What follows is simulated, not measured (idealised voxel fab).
Process module, titled voxel transistor to metal
Cross-section cut spans 285 nm and uses square cells 5 nm in size.
Heads up, the way a cross-section reads in here is a grid of square cells, handed over as bands from the top down, with every band being one or more rows of cells. Band entry format. Leading values: height of top, height of bottom, nm. Remainder: materials in left-to-right order, each with its width in nm. Special words: "full width" on a single material, which then fills the band edge to edge; "empty", empty space. Heights are reckoned from 0. Under this level, the received wafer is all of one material. The bottommost band is open-ended downward, for example "0 and below". The width entry "30..40" should be interpreted row by row: the top row of cells in the band takes the first number, the bottom row takes the second number, and the change between adjacent rows is uniform throughout. When a step is marked "nothing different", none of the cells in the cross-section changed during that step. In "Listed closed voids" the enclosed voids are listed, meaning empty spaces of 8 cells or larger without any opening to the top. The form is width x height at distance, distance from the left edge, units nm. If you see something after the settings on a step's line, that's the simulator's own remark about that step. When a step includes a mask, the "overlay nm" setting on its line states how far to the right of its planned place that mask lay, and negative values state how far to the left. In what follows, pairs of cross-sections are presented, each taken before and after one process step, with the after cross-section shown only down to the lowest band that was altered; the step, together with its settings, is stated below the pair. The pairs may stem from different runs of this module on the same starting wafer; accordingly, a pair should be taken as continuing from the one above it solely where its entry headed "Prior state" indicates as much.

## Prior state
* 0 and below  Si full width
* Listed closed voids: none

## Post-Step Appearance
* 0 down to -5  SiO2 full width
* Under -5: no change, same as before.
* Listed closed voids: none
Between the two cross-sections shown above lies OXIDIZE, depth nm 5

Prior state: as in the pair right above, post-step view.

## Post-Step Appearance
* 15 down to 0  SiN full width
* Under 0: no change, same as before.
* Listed closed voids: none
Between the two cross-sections shown above lies CONFORMAL_DEP, material SiN, thk nm 15

Prior state: as in the pair right above, post-step view.

## Post-Step Appearance
* 15 down to 0  empty 15 nm  SiN 115 nm  empty 25 nm  SiN 115 nm  empty 15 nm
* Under 0: no change, same as before.
* Listed closed voids: none
Between the two cross-sections shown above lies MASKED_ETCH, tone cover, mask id ACTIVE, width nm 115, pitch nm 140, etch materials SiN, depth nm 15, overlay nm 0

Prior state: as in the pair right above, post-step view.

## Post-Step Appearance
* 15 down to 0  empty 15 nm  SiN 115 nm  empty 25 nm  SiN 115 nm  empty 15 nm
* 0 down to -5  empty 15 nm  SiO2 115 nm  empty 25 nm  SiO2 115 nm  empty 15 nm
* Under -5: no change, same as before.
* Listed closed voids: none
Between the two cross-sections shown above lies MASKED_ETCH, tone cover, mask id ACTIVE, width nm 115, pitch nm 140, etch materials SiO2, depth nm 5, overlay nm 0

Prior state: as in the pair right above, post-step view.

## Post-Step Appearance
* 15 down to 0  empty 15 nm  SiN 115 nm  empty 25 nm  SiN 115 nm  empty 15 nm
* 0 down to -5  empty 15 nm  SiO2 115 nm  empty 25 nm  SiO2 115 nm  empty 15 nm
* -5 down to -35  empty 15 nm  Si 115 nm  empty 25 nm  Si 115 nm  empty 15 nm
* Under -35: no change, same as before.
* Listed closed voids: none
Between the two cross-sections shown above lies MASKED_ETCH, tone cover, mask id ACTIVE, width nm 115, pitch nm 140, etch materials Si, depth nm 30, overlay nm 0

Prior state: as in the pair right above, post-step view.

## Post-Step Appearance
* 15 down to 0  empty 15 nm  SiN 115 nm  empty 25 nm  SiN 115 nm  empty 15 nm
* 0 down to -5  empty 15 nm  SiO2 115 nm  empty 25 nm  SiO2 115 nm  empty 15 nm
* -5 down to -35  empty 15 nm  SiO2 5 nm  Si 105 nm  SiO2 5 nm  empty 25 nm  SiO2 5 nm  Si 105 nm  SiO2 5 nm  empty 15 nm
* -35 down to -40  SiO2 20 nm  Si 105 nm  SiO2 35 nm  Si 105 nm  SiO2 20 nm
* Under -40: no change, same as before.
* Listed closed voids: none
Between the two cross-sections shown above lies OXIDIZE, depth nm 5

Prior state: as in the pair right above, post-step view.

## Post-Step Appearance
* 20 down to 15  SiO2 full width
* 15 down to 0  SiO2 15 nm  SiN 115 nm  SiO2 25 nm  SiN 115 nm  SiO2 15 nm
* 0 down to -5  SiO2 full width
* -5 down to -40  SiO2 20 nm  Si 105 nm  SiO2 35 nm  Si 105 nm  SiO2 20 nm
* Under -40: no change, same as before.
* Listed closed voids: none
Between the two cross-sections shown above lies FILL_DEP, material SiO2, thk nm 5

Prior state: as in the pair right above, post-step view.

## Post-Step Appearance
* 15 down to 0  SiO2 15 nm  SiN 115 nm  SiO2 25 nm  SiN 115 nm  SiO2 15 nm
* Under 0: no change, same as before.
* Listed closed voids: none
Between the two cross-sections shown above lies CMP, height nm 15

Prior state: as in the pair right above, post-step view.

## Post-Step Appearance
* 15 down to 10  empty 15 nm  SiN 115 nm  empty 25 nm  SiN 115 nm  empty 15 nm
* Under 10: no change, same as before.
* Listed closed voids: none
Between the two cross-sections shown above lies SELECTIVE_ETCH, etch materials SiO2, depth nm 5

Prior state: as in the pair right above, post-step view.

## Post-Step Appearance
* 10 down to 0  SiO2 15 nm  empty 115 nm  SiO2 25 nm  empty 115 nm  SiO2 15 nm
* Under 0: no change, same as before.
* Listed closed voids: none
Between the two cross-sections shown above lies STRIP, etch materials SiN

Prior state: as in the pair right above, post-step view.

## Post-Step Appearance
* 5 down to -5  SiO2 10 nm  empty 125 nm  SiO2 15 nm  empty 125 nm  SiO2 10 nm
* Under -5: no change, same as before.
* Listed closed voids: none
Between the two cross-sections shown above lies SELECTIVE_ETCH, etch materials SiO2, depth nm 5

Prior state: as in the pair right above, post-step view.

## Post-Step Appearance
* 5 down to -5  SiO2 10 nm  empty 125 nm  SiO2 15 nm  empty 125 nm  SiO2 10 nm
* -5 down to -10  SiO2 full width
* Under -10: no change, same as before.
* Listed closed voids: none
Between the two cross-sections shown above lies OXIDIZE, depth nm 5

Prior state: as in the pair right above, post-step view.

## Post-Step Appearance
* 25 down to 15  polySi 10 nm  empty 125 nm  polySi 15 nm  empty 125 nm  polySi 10 nm
* 15 down to 5  polySi full width
* 5 down to -5  SiO2 10 nm  polySi 125 nm  SiO2 15 nm  polySi 125 nm  SiO2 10 nm
* Under -5: no change, same as before.
* Listed closed voids: none
Between the two cross-sections shown above lies DIRECTIONAL_DEP, material polySi, thk nm 20

Prior state: as in the pair right above, post-step view.

## Post-Step Appearance
* 35 down to 25  SiCN 10 nm  empty 125 nm  SiCN 15 nm  empty 125 nm  SiCN 10 nm
* 25 down to 15  polySi 10 nm  SiCN 125 nm  polySi 15 nm  SiCN 125 nm  polySi 10 nm
* Under 15: no change, same as before.
* Listed closed voids: none
Between the two cross-sections shown above lies DIRECTIONAL_DEP, material SiCN, thk nm 10

Prior state: as in the pair right above, post-step view.

## Post-Step Appearance
* 50 down to 40  aC 10 nm  empty 125 nm  aC 15 nm  empty 125 nm  aC 10 nm
* 40 down to 35  aC full width
* 35 down to 25  SiCN 10 nm  aC 125 nm  SiCN 15 nm  aC 125 nm  SiCN 10 nm
* Under 25: no change, same as before.
* Listed closed voids: none
Between the two cross-sections shown above lies DIRECTIONAL_DEP, material aC, thk nm 15

Prior state: as in the pair right above, post-step view.

## Post-Step Appearance
* 80 down to 50  empty 60 nm  resist 25 nm  empty 115 nm  resist 25 nm  empty 60 nm
* 50 down to 40  aC 10 nm  empty 50 nm  resist 25 nm  empty 50 nm  aC 15 nm  empty 50 nm  resist 25 nm  empty 50 nm  aC 10 nm
* Under 40: no change, same as before.
* Listed closed voids: none
Between the two cross-sections shown above lies PATTERN, tone cover, mask id GATE, material resist, width nm 25, pitch nm 140, thk nm 30, overlay nm 0

Prior state: as in the pair right above, post-step view.

## Post-Step Appearance
* 65 down to 40  empty 60 nm  resist 25 nm  empty 115 nm  resist 25 nm  empty 60 nm
* 40 down to 35  empty 60 nm  aC 25 nm  empty 115 nm  aC 25 nm  empty 60 nm
* 35 down to 25  SiCN 10 nm  empty 50 nm  aC 25 nm  empty 50 nm  SiCN 15 nm  empty 50 nm  aC 25 nm  empty 50 nm  SiCN 10 nm
* Under 25: no change, same as before.
* Listed closed voids: none
Between the two cross-sections shown above lies DIRECTIONAL_ETCH, etch materials aC, depth nm 15

Prior state: as in the pair right above, post-step view.

## Post-Step Appearance
* 40 down to 35  empty 60 nm  aC 25 nm  empty 115 nm  aC 25 nm  empty 60 nm
* Under 35: no change, same as before.
* Listed closed voids: none
Between the two cross-sections shown above lies STRIP, etch materials resist

Prior state: as in the pair right above, post-step view.

## Post-Step Appearance
* 40 down to 25  empty 60 nm  aC 25 nm  empty 115 nm  aC 25 nm  empty 60 nm
* 25 down to 15  polySi 10 nm  empty 50 nm  SiCN 25 nm  empty 50 nm  polySi 15 nm  empty 50 nm  SiCN 25 nm  empty 50 nm  polySi 10 nm
* Under 15: no change, same as before.
* Listed closed voids: none
Between the two cross-sections shown above lies DIRECTIONAL_ETCH, etch materials SiCN, depth nm 20

Prior state: as in the pair right above, post-step view.

## Post-Step Appearance
* 40 down to 25  empty 60 nm  aC 25 nm  empty 115 nm  aC 25 nm  empty 60 nm
* 25 down to 15  empty 60 nm  SiCN 25 nm  empty 115 nm  SiCN 25 nm  empty 60 nm
* 15 down to 5  empty 60 nm  polySi 25 nm  empty 115 nm  polySi 25 nm  empty 60 nm
* 5 down to -5  SiO2 10 nm  empty 50 nm  polySi 25 nm  empty 50 nm  SiO2 15 nm  empty 50 nm  polySi 25 nm  empty 50 nm  SiO2 10 nm
* Under -5: no change, same as before.
* Listed closed voids: none
Between the two cross-sections shown above lies DIRECTIONAL_ETCH, etch materials polySi, depth nm 30

Prior state: as in the pair right above, post-step view.

## Post-Step Appearance
* 25 down to 15  empty 60 nm  SiCN 25 nm  empty 115 nm  SiCN 25 nm  empty 60 nm
* Under 15: no change, same as before.
* Listed closed voids: none
Between the two cross-sections shown above lies STRIP, etch materials aC

Prior state: as in the pair right above, post-step view.

## Post-Step Appearance
* 35 down to 25  empty 50 nm  SiN 45 nm  empty 95 nm  SiN 45 nm  empty 50 nm
* 25 down to 15  empty 50 nm  SiN 10 nm  SiCN 25 nm  SiN 10 nm  empty 95 nm  SiN 10 nm  SiCN 25 nm  SiN 10 nm  empty 50 nm
* 15 down to 5  SiN 20 nm  empty 30 nm  SiN 10 nm  polySi 25 nm  SiN 10 nm  empty 30 nm  SiN 35 nm  empty 30 nm  SiN 10 nm  polySi 25 nm  SiN 10 nm  empty 30 nm  SiN 20 nm
* 5 down to -5  SiO2 10 nm  SiN 50 nm  polySi 25 nm  SiN 50 nm  SiO2 15 nm  SiN 50 nm  polySi 25 nm  SiN 50 nm  SiO2 10 nm
* Under -5: no change, same as before.
* Listed closed voids: none
Between the two cross-sections shown above lies CONFORMAL_DEP, material SiN, thk nm 10

Prior state: as in the pair right above, post-step view.

## Post-Step Appearance
* 25 down to 15  empty 50 nm  SiN 10 nm  SiCN 25 nm  SiN 10 nm  empty 95 nm  SiN 10 nm  SiCN 25 nm  SiN 10 nm  empty 50 nm
* 15 down to 5  empty 50 nm  SiN 10 nm  polySi 25 nm  SiN 10 nm  empty 95 nm  SiN 10 nm  polySi 25 nm  SiN 10 nm  empty 50 nm
* 5 down to -5  SiO2 10 nm  SiN 10 nm  empty 30 nm  SiN 10 nm  polySi 25 nm  SiN 10 nm  empty 30 nm  SiN 10 nm  SiO2 15 nm  SiN 10 nm  empty 30 nm  SiN 10 nm  polySi 25 nm  SiN 10 nm  empty 30 nm  SiN 10 nm  SiO2 10 nm
* Under -5: no change, same as before.
* Listed closed voids: none
Between the two cross-sections shown above lies DIRECTIONAL_ETCH, etch materials SiN, depth nm 10

Prior state: as in the pair right above, post-step view.

## Post-Step Appearance
* 25 down to 15  empty 50 nm  SiN 10 nm  SiCN 25 nm  SiN 10 nm  empty 95 nm  SiN 10 nm  SiCN 25 nm  SiN 10 nm  empty 50 nm
* 15 down to 5  empty 50 nm  SiN 10 nm  polySi 25 nm  SiN 10 nm  empty 95 nm  SiN 10 nm  polySi 25 nm  SiN 10 nm  empty 50 nm
* 5 down to 0  empty 10 nm  SiN 10 nm  empty 30 nm  SiN 10 nm  polySi 25 nm  SiN 10 nm  empty 30 nm  SiN 10 nm  empty 15 nm  SiN 10 nm  empty 30 nm  SiN 10 nm  polySi 25 nm  SiN 10 nm  empty 30 nm  SiN 10 nm  empty 10 nm
* 0 down to -5  SiO2 10 nm  SiN 10 nm  empty 30 nm  SiN 10 nm  polySi 25 nm  SiN 10 nm  empty 30 nm  SiN 10 nm  SiO2 15 nm  SiN 10 nm  empty 30 nm  SiN 10 nm  polySi 25 nm  SiN 10 nm  empty 30 nm  SiN 10 nm  SiO2 10 nm
* -5 down to -10  SiO2 20 nm  empty 30 nm  SiO2 45 nm  empty 30 nm  SiO2 35 nm  empty 30 nm  SiO2 45 nm  empty 30 nm  SiO2 20 nm
* Under -10: no change, same as before.
* Listed closed voids: none
Between the two cross-sections shown above lies DIRECTIONAL_ETCH, etch materials SiO2, depth nm 5

Prior state: as in the pair right above, post-step view.

## Post-Step Appearance
* 25 down to 15  empty 50 nm  SiN 10 nm  SiCN 25 nm  SiN 10 nm  empty 95 nm  SiN 10 nm  SiCN 25 nm  SiN 10 nm  empty 50 nm
* 15 down to 5  empty 50 nm  SiN 10 nm  polySi 25 nm  SiN 10 nm  empty 95 nm  SiN 10 nm  polySi 25 nm  SiN 10 nm  empty 50 nm
* 5 down to 0  empty 10 nm  SiN 10 nm  empty 30 nm  SiN 10 nm  polySi 25 nm  SiN 10 nm  empty 30 nm  SiN 10 nm  empty 15 nm  SiN 10 nm  empty 30 nm  SiN 10 nm  polySi 25 nm  SiN 10 nm  empty 30 nm  SiN 10 nm  empty 10 nm
* 0 down to -5  SiO2 10 nm  SiN 10 nm  empty 30 nm  SiN 10 nm  polySi 25 nm  SiN 10 nm  empty 30 nm  SiN 10 nm  SiO2 15 nm  SiN 10 nm  empty 30 nm  SiN 10 nm  polySi 25 nm  SiN 10 nm  empty 30 nm  SiN 10 nm  SiO2 10 nm
* -5 down to -10  SiO2 20 nm  empty 30 nm  SiO2 45 nm  empty 30 nm  SiO2 35 nm  empty 30 nm  SiO2 45 nm  empty 30 nm  SiO2 20 nm
* -10 down to -25  SiO2 20 nm  empty 30 nm  Si 45 nm  empty 30 nm  SiO2 35 nm  empty 30 nm  Si 45 nm  empty 30 nm  SiO2 20 nm
* Under -25: no change, same as before.
* Listed closed voids: none
Between the two cross-sections shown above lies DIRECTIONAL_ETCH, etch materials Si, depth nm 15

Prior state: as in the pair right above, post-step view.

## Post-Step Appearance
* 25 down to 15  empty 50 nm  SiN 10 nm  SiCN 25 nm  SiN 10 nm  empty 95 nm  SiN 10 nm  SiCN 25 nm  SiN 10 nm  empty 50 nm
* 15 down to 5  empty 50 nm  SiN 10 nm  polySi 25 nm  SiN 10 nm  empty 95 nm  SiN 10 nm  polySi 25 nm  SiN 10 nm  empty 50 nm
* 5 down to 0  empty 10 nm  SiN 10 nm  empty 15 nm  SiGe 15 nm  SiN 10 nm  polySi 25 nm  SiN 10 nm  SiGe 15 nm  empty 15 nm  SiN 10 nm  empty 15 nm  SiN 10 nm  empty 15 nm  SiGe 15 nm  SiN 10 nm  polySi 25 nm  SiN 10 nm  SiGe 15 nm  empty 15 nm  SiN 10 nm  empty 10 nm
* 0 down to -5  SiO2 10 nm  SiN 10 nm  empty 15 nm  SiGe 15 nm  SiN 10 nm  polySi 25 nm  SiN 10 nm  SiGe 15 nm  empty 15 nm  SiN 10 nm  SiO2 15 nm  SiN 10 nm  empty 15 nm  SiGe 15 nm  SiN 10 nm  polySi 25 nm  SiN 10 nm  SiGe 15 nm  empty 15 nm  SiN 10 nm  SiO2 10 nm
* -5 down to -10  SiO2 20 nm  empty 15 nm  SiGe 15 nm  SiO2 45 nm  SiGe 15 nm  empty 15 nm  SiO2 35 nm  empty 15 nm  SiGe 15 nm  SiO2 45 nm  SiGe 15 nm  empty 15 nm  SiO2 20 nm
* -10 down to -25  SiO2 20 nm  SiGe 30 nm  Si 45 nm  SiGe 30 nm  SiO2 35 nm  SiGe 30 nm  Si 45 nm  SiGe 30 nm  SiO2 20 nm
* Under -25: no change, same as before.
* Listed closed voids: none
Between the two cross-sections shown above lies EPI, material SiGe, thk nm 15

Prior state: as in the pair right above, post-step view.

## Post-Step Appearance
* 30 down to 25  SiO2 full width
* 25 down to 15  SiO2 50 nm  SiN 10 nm  SiCN 25 nm  SiN 10 nm  SiO2 95 nm  SiN 10 nm  SiCN 25 nm  SiN 10 nm  SiO2 50 nm
* 15 down to 5  SiO2 50 nm  SiN 10 nm  polySi 25 nm  SiN 10 nm  SiO2 95 nm  SiN 10 nm  polySi 25 nm  SiN 10 nm  SiO2 50 nm
* 5 down to -5  SiO2 10 nm  SiN 10 nm  SiO2 15 nm  SiGe 15 nm  SiN 10 nm  polySi 25 nm  SiN 10 nm  SiGe 15 nm  SiO2 15 nm  SiN 10 nm  SiO2 15 nm  SiN 10 nm  SiO2 15 nm  SiGe 15 nm  SiN 10 nm  polySi 25 nm  SiN 10 nm  SiGe 15 nm  SiO2 15 nm  SiN 10 nm  SiO2 10 nm
* -5 down to -10  SiO2 35 nm  SiGe 15 nm  SiO2 45 nm  SiGe 15 nm  SiO2 65 nm  SiGe 15 nm  SiO2 45 nm  SiGe 15 nm  SiO2 35 nm
* Under -10: no change, same as before.
* Listed closed voids: none
Between the two cross-sections shown above lies FILL_DEP, material SiO2, thk nm 5

Prior state: as in the pair right above, post-step view.

## Post-Step Appearance
* 15 down to 5  SiO2 50 nm  SiN 10 nm  polySi 25 nm  SiN 10 nm  SiO2 95 nm  SiN 10 nm  polySi 25 nm  SiN 10 nm  SiO2 50 nm
* Under 5: no change, same as before.
* Listed closed voids: none
Between the two cross-sections shown above lies CMP, height nm 15

Prior state: as in the pair right above, post-step view.

## Post-Step Appearance
* 15 down to 5  SiO2 50 nm  SiN 10 nm  empty 25 nm  SiN 10 nm  SiO2 95 nm  SiN 10 nm  empty 25 nm  SiN 10 nm  SiO2 50 nm
* 5 down to -5  SiO2 10 nm  SiN 10 nm  SiO2 15 nm  SiGe 15 nm  SiN 10 nm  empty 25 nm  SiN 10 nm  SiGe 15 nm  SiO2 15 nm  SiN 10 nm  SiO2 15 nm  SiN 10 nm  SiO2 15 nm  SiGe 15 nm  SiN 10 nm  empty 25 nm  SiN 10 nm  SiGe 15 nm  SiO2 15 nm  SiN 10 nm  SiO2 10 nm
* Under -5: no change, same as before.
* Listed closed voids: none
Between the two cross-sections shown above lies STRIP, etch materials polySi

Prior state: as in the pair right above, post-step view.

## Post-Step Appearance
* 15 down to 10  empty 50 nm  SiN 10 nm  empty 25 nm  SiN 10 nm  empty 95 nm  SiN 10 nm  empty 25 nm  SiN 10 nm  empty 50 nm
* 10 down to 5  SiO2 50 nm  SiN 10 nm  empty 25 nm  SiN 10 nm  SiO2 95 nm  SiN 10 nm  empty 25 nm  SiN 10 nm  SiO2 50 nm
* 5 down to -5  SiO2 10 nm  SiN 10 nm  SiO2 15 nm  SiGe 15 nm  SiN 10 nm  empty 25 nm  SiN 10 nm  SiGe 15 nm  SiO2 15 nm  SiN 10 nm  SiO2 15 nm  SiN 10 nm  SiO2 15 nm  SiGe 15 nm  SiN 10 nm  empty 25 nm  SiN 10 nm  SiGe 15 nm  SiO2 15 nm  SiN 10 nm  SiO2 10 nm
* -5 down to -10  SiO2 35 nm  SiGe 15 nm  SiO2 5 nm  empty 35 nm  SiO2 5 nm  SiGe 15 nm  SiO2 65 nm  SiGe 15 nm  SiO2 5 nm  empty 35 nm  SiO2 5 nm  SiGe 15 nm  SiO2 35 nm
* Under -10: no change, same as before.
* Listed closed voids: none
Between the two cross-sections shown above lies SELECTIVE_ETCH, etch materials SiO2, depth nm 5

Prior state: as in the pair right above, post-step view.

## Post-Step Appearance
* 20 down to 15  empty 45 nm  HfO2 20 nm  empty 15 nm  HfO2 20 nm  empty 85 nm  HfO2 20 nm  empty 15 nm  HfO2 20 nm  empty 45 nm
* 15 down to 10  HfO2 50 nm  SiN 10 nm  HfO2 5 nm  empty 15 nm  HfO2 5 nm  SiN 10 nm  HfO2 95 nm  SiN 10 nm  HfO2 5 nm  empty 15 nm  HfO2 5 nm  SiN 10 nm  HfO2 50 nm
* 10 down to 5  SiO2 50 nm  SiN 10 nm  HfO2 5 nm  empty 15 nm  HfO2 5 nm  SiN 10 nm  SiO2 95 nm  SiN 10 nm  HfO2 5 nm  empty 15 nm  HfO2 5 nm  SiN 10 nm  SiO2 50 nm
* 5 down to -5  SiO2 10 nm  SiN 10 nm  SiO2 15 nm  SiGe 15 nm  SiN 10 nm  HfO2 5 nm  empty 15 nm  HfO2 5 nm  SiN 10 nm  SiGe 15 nm  SiO2 15 nm  SiN 10 nm  SiO2 15 nm  SiN 10 nm  SiO2 15 nm  SiGe 15 nm  SiN 10 nm  HfO2 5 nm  empty 15 nm  HfO2 5 nm  SiN 10 nm  SiGe 15 nm  SiO2 15 nm  SiN 10 nm  SiO2 10 nm
* -5 down to -10  SiO2 35 nm  SiGe 15 nm  SiO2 5 nm  HfO2 35 nm  SiO2 5 nm  SiGe 15 nm  SiO2 65 nm  SiGe 15 nm  SiO2 5 nm  HfO2 35 nm  SiO2 5 nm  SiGe 15 nm  SiO2 35 nm
* Under -10: no change, same as before.
* Listed closed voids: none
Between the two cross-sections shown above lies CONFORMAL_DEP, material HfO2, thk nm 5

Prior state: as in the pair right above, post-step view.

## Post-Step Appearance
* 25 down to 20  empty 40 nm  TiN 30 nm  empty 5 nm  TiN 30 nm  empty 75 nm  TiN 30 nm  empty 5 nm  TiN 30 nm  empty 40 nm
* 20 down to 15  TiN 45 nm  HfO2 20 nm  TiN 5 nm  empty 5 nm  TiN 5 nm  HfO2 20 nm  TiN 85 nm  HfO2 20 nm  TiN 5 nm  empty 5 nm  TiN 5 nm  HfO2 20 nm  TiN 45 nm
* 15 down to 10  HfO2 50 nm  SiN 10 nm  HfO2 5 nm  TiN 5 nm  empty 5 nm  TiN 5 nm  HfO2 5 nm  SiN 10 nm  HfO2 95 nm  SiN 10 nm  HfO2 5 nm  TiN 5 nm  empty 5 nm  TiN 5 nm  HfO2 5 nm  SiN 10 nm  HfO2 50 nm
* 10 down to 5  SiO2 50 nm  SiN 10 nm  HfO2 5 nm  TiN 5 nm  empty 5 nm  TiN 5 nm  HfO2 5 nm  SiN 10 nm  SiO2 95 nm  SiN 10 nm  HfO2 5 nm  TiN 5 nm  empty 5 nm  TiN 5 nm  HfO2 5 nm  SiN 10 nm  SiO2 50 nm
* 5 down to 0  SiO2 10 nm  SiN 10 nm  SiO2 15 nm  SiGe 15 nm  SiN 10 nm  HfO2 5 nm  TiN 5 nm  empty 5 nm  TiN 5 nm  HfO2 5 nm  SiN 10 nm  SiGe 15 nm  SiO2 15 nm  SiN 10 nm  SiO2 15 nm  SiN 10 nm  SiO2 15 nm  SiGe 15 nm  SiN 10 nm  HfO2 5 nm  TiN 5 nm  empty 5 nm  TiN 5 nm  HfO2 5 nm  SiN 10 nm  SiGe 15 nm  SiO2 15 nm  SiN 10 nm  SiO2 10 nm
* 0 down to -5  SiO2 10 nm  SiN 10 nm  SiO2 15 nm  SiGe 15 nm  SiN 10 nm  HfO2 5 nm  TiN 15 nm  HfO2 5 nm  SiN 10 nm  SiGe 15 nm  SiO2 15 nm  SiN 10 nm  SiO2 15 nm  SiN 10 nm  SiO2 15 nm  SiGe 15 nm  SiN 10 nm  HfO2 5 nm  TiN 15 nm  HfO2 5 nm  SiN 10 nm  SiGe 15 nm  SiO2 15 nm  SiN 10 nm  SiO2 10 nm
* Under -5: no change, same as before.
* Listed closed voids: none
Between the two cross-sections shown above lies CONFORMAL_DEP, material TiN, thk nm 5

Prior state: as in the pair right above, post-step view.

## Post-Step Appearance
* 30 down to 25  W full width
* 25 down to 20  W 40 nm  TiN 30 nm  W 5 nm  TiN 30 nm  W 75 nm  TiN 30 nm  W 5 nm  TiN 30 nm  W 40 nm
* 20 down to 15  TiN 45 nm  HfO2 20 nm  TiN 5 nm  W 5 nm  TiN 5 nm  HfO2 20 nm  TiN 85 nm  HfO2 20 nm  TiN 5 nm  W 5 nm  TiN 5 nm  HfO2 20 nm  TiN 45 nm
* 15 down to 10  HfO2 50 nm  SiN 10 nm  HfO2 5 nm  TiN 5 nm  W 5 nm  TiN 5 nm  HfO2 5 nm  SiN 10 nm  HfO2 95 nm  SiN 10 nm  HfO2 5 nm  TiN 5 nm  W 5 nm  TiN 5 nm  HfO2 5 nm  SiN 10 nm  HfO2 50 nm
* 10 down to 5  SiO2 50 nm  SiN 10 nm  HfO2 5 nm  TiN 5 nm  W 5 nm  TiN 5 nm  HfO2 5 nm  SiN 10 nm  SiO2 95 nm  SiN 10 nm  HfO2 5 nm  TiN 5 nm  W 5 nm  TiN 5 nm  HfO2 5 nm  SiN 10 nm  SiO2 50 nm
* 5 down to 0  SiO2 10 nm  SiN 10 nm  SiO2 15 nm  SiGe 15 nm  SiN 10 nm  HfO2 5 nm  TiN 5 nm  W 5 nm  TiN 5 nm  HfO2 5 nm  SiN 10 nm  SiGe 15 nm  SiO2 15 nm  SiN 10 nm  SiO2 15 nm  SiN 10 nm  SiO2 15 nm  SiGe 15 nm  SiN 10 nm  HfO2 5 nm  TiN 5 nm  W 5 nm  TiN 5 nm  HfO2 5 nm  SiN 10 nm  SiGe 15 nm  SiO2 15 nm  SiN 10 nm  SiO2 10 nm
* Under 0: no change, same as before.
* Listed closed voids: none
Between the two cross-sections shown above lies FILL_DEP, material W, thk nm 5

Prior state: as in the pair right above, post-step view.

## Post-Step Appearance
* 10 down to 5  SiO2 50 nm  SiN 10 nm  HfO2 5 nm  TiN 5 nm  W 5 nm  TiN 5 nm  HfO2 5 nm  SiN 10 nm  SiO2 95 nm  SiN 10 nm  HfO2 5 nm  TiN 5 nm  W 5 nm  TiN 5 nm  HfO2 5 nm  SiN 10 nm  SiO2 50 nm
* Under 5: no change, same as before.
* Listed closed voids: none
Between the two cross-sections shown above lies CMP, height nm 10

Prior state: as in the pair right above, post-step view.

## Post-Step Appearance
* 25 down to 10  SiO2 full width
* Under 10: no change, same as before.
* Listed closed voids: none
Between the two cross-sections shown above lies DIRECTIONAL_DEP, material SiO2, thk nm 15

Prior state: as in the pair right above, post-step view.

## Post-Step Appearance
* 25 down to 10  SiO2 20 nm  empty 20 nm  SiO2 65 nm  empty 20 nm  SiO2 35 nm  empty 20 nm  SiO2 65 nm  empty 20 nm  SiO2 20 nm
* 10 down to 5  SiO2 20 nm  empty 20 nm  SiO2 10 nm  SiN 10 nm  HfO2 5 nm  TiN 5 nm  W 5 nm  TiN 5 nm  HfO2 5 nm  SiN 10 nm  SiO2 10 nm  empty 20 nm  SiO2 35 nm  empty 20 nm  SiO2 10 nm  SiN 10 nm  HfO2 5 nm  TiN 5 nm  W 5 nm  TiN 5 nm  HfO2 5 nm  SiN 10 nm  SiO2 10 nm  empty 20 nm  SiO2 20 nm
* 5 down to 0  SiO2 10 nm  SiN 10 nm  empty 15 nm  SiGe 15 nm  SiN 10 nm  HfO2 5 nm  TiN 5 nm  W 5 nm  TiN 5 nm  HfO2 5 nm  SiN 10 nm  SiGe 15 nm  empty 15 nm  SiN 10 nm  SiO2 15 nm  SiN 10 nm  empty 15 nm  SiGe 15 nm  SiN 10 nm  HfO2 5 nm  TiN 5 nm  W 5 nm  TiN 5 nm  HfO2 5 nm  SiN 10 nm  SiGe 15 nm  empty 15 nm  SiN 10 nm  SiO2 10 nm
* 0 down to -5  SiO2 10 nm  SiN 10 nm  empty 15 nm  SiGe 15 nm  SiN 10 nm  HfO2 5 nm  TiN 15 nm  HfO2 5 nm  SiN 10 nm  SiGe 15 nm  empty 15 nm  SiN 10 nm  SiO2 15 nm  SiN 10 nm  empty 15 nm  SiGe 15 nm  SiN 10 nm  HfO2 5 nm  TiN 15 nm  HfO2 5 nm  SiN 10 nm  SiGe 15 nm  empty 15 nm  SiN 10 nm  SiO2 10 nm
* -5 down to -10  SiO2 20 nm  empty 15 nm  SiGe 15 nm  SiO2 5 nm  HfO2 35 nm  SiO2 5 nm  SiGe 15 nm  empty 15 nm  SiO2 35 nm  empty 15 nm  SiGe 15 nm  SiO2 5 nm  HfO2 35 nm  SiO2 5 nm  SiGe 15 nm  empty 15 nm  SiO2 20 nm
* Under -10: no change, same as before.
* Listed closed voids: none
Between the two cross-sections shown above lies MASKED_ETCH, tone open, mask id CONTACT, width nm 20, etch materials SiO2, depth nm 35, overlay nm 0
